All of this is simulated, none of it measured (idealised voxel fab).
Process module under the name voxel fin reveal
Cross-sectional view cut (width: 160 nm; square cell size: 5 nm).
In what follows, cross-sections appear as grids of square cells, described through bands that run from the top down, where every band is one or more rows of cells.
Band: top and bottom heights (nm) first, top before bottom; then materials from left to right, widths in nm. "edge to edge" marks a sole material filling the band edge to edge. "blank" denotes empty space.
Measure heights from 0. That's the level where, below it, the as-received wafer is all one material. The lowest band is bottomless and extends downward; write it as in "0 down".
The expression "30..40" gives the width at the extremes of the band, the first number at its top row of cells and the second at its bottom row, with the width changing by equal amounts from each row to the next in between.
Key: "everything unchanged" - step with no changed cell in the cross-section.
This entry, "Sealed internal voids", enumerates those empty regions of no fewer than 8 cells that possess no open connection to the top. Each region is reported in the form width x height at distance, the distance being taken from the left edge, with all three quantities expressed in nm.
Whatever follows a step's settings on its line is a remark the simulator itself makes about that step.
A step's line can hold "overlay nm"; with a mask on that step, the setting says how far right of the planned place the mask lay, while a negative setting says it lay to the left.
-- Planned step list for the process
1. RECEIVE | material Si
2. CONFORMAL_DEP | material SiN | thk nm 5
3. DIRECTIONAL_DEP | material aC | thk nm 15
4. PATTERN | tone cover | mask id FINS | material resist | width nm 15 | pitch nm 35 | thk nm 35 | overlay nm 0
5. DIRECTIONAL_ETCH | etch materials aC | depth nm 15
6. STRIP | etch materials resist
7. DIRECTIONAL_ETCH | etch materials SiN | depth nm 5
8. DIRECTIONAL_ETCH | etch materials Si | depth nm 30
9. STRIP | etch materials aC
10. OXIDIZE | depth nm 5
11. FILL_DEP | material SiO2 | thk nm 10
12. CMP | height nm 5
13. SELECTIVE_ETCH | etch materials SiO2 | depth nm 15
14. STRIP | etch materials SiN
15. CONFORMAL_DEP | material SiO2 | thk nm 5
-- Cross-sectional view of the wafer in its as-received condition, corresponding to the state after step 1
> 0 down  Si edge to edge
> Sealed internal voids: none
-- This is how the wafer looks in cross-section once the module is done, given the starting state and plan above and one mistake in carrying the plan out
> 5 to 0  15 nm blank / 15 nm SiO2 / 20 nm blank / 15 nm SiO2 / 20 nm blank / 15 nm SiO2 / 20 nm blank / 15 nm SiO2 / 25 nm blank
> 0 to -5  15 nm blank / 5 nm SiO2 / 5 nm Si / 5 nm SiO2 / 20 nm blank / 5 nm SiO2 / 5 nm Si / 5 nm SiO2 / 20 nm blank / 5 nm SiO2 / 5 nm Si / 5 nm SiO2 / 20 nm blank / 5 nm SiO2 / 5 nm Si / 5 nm SiO2 / 25 nm blank
> -5 to -35  20 nm SiO2 / 5 nm Si / 30 nm SiO2 / 5 nm Si / 30 nm SiO2 / 5 nm Si / 30 nm SiO2 / 5 nm Si / 30 nm SiO2
> -35 down  Si edge to edge
> Sealed internal voids: none
Finding, execution versus plan: off-plan run, step 4, actual operation and settings PATTERN | tone cover | mask id FINS | material resist | width nm 15 | pitch nm 35 | thk nm 35 | overlay nm -5
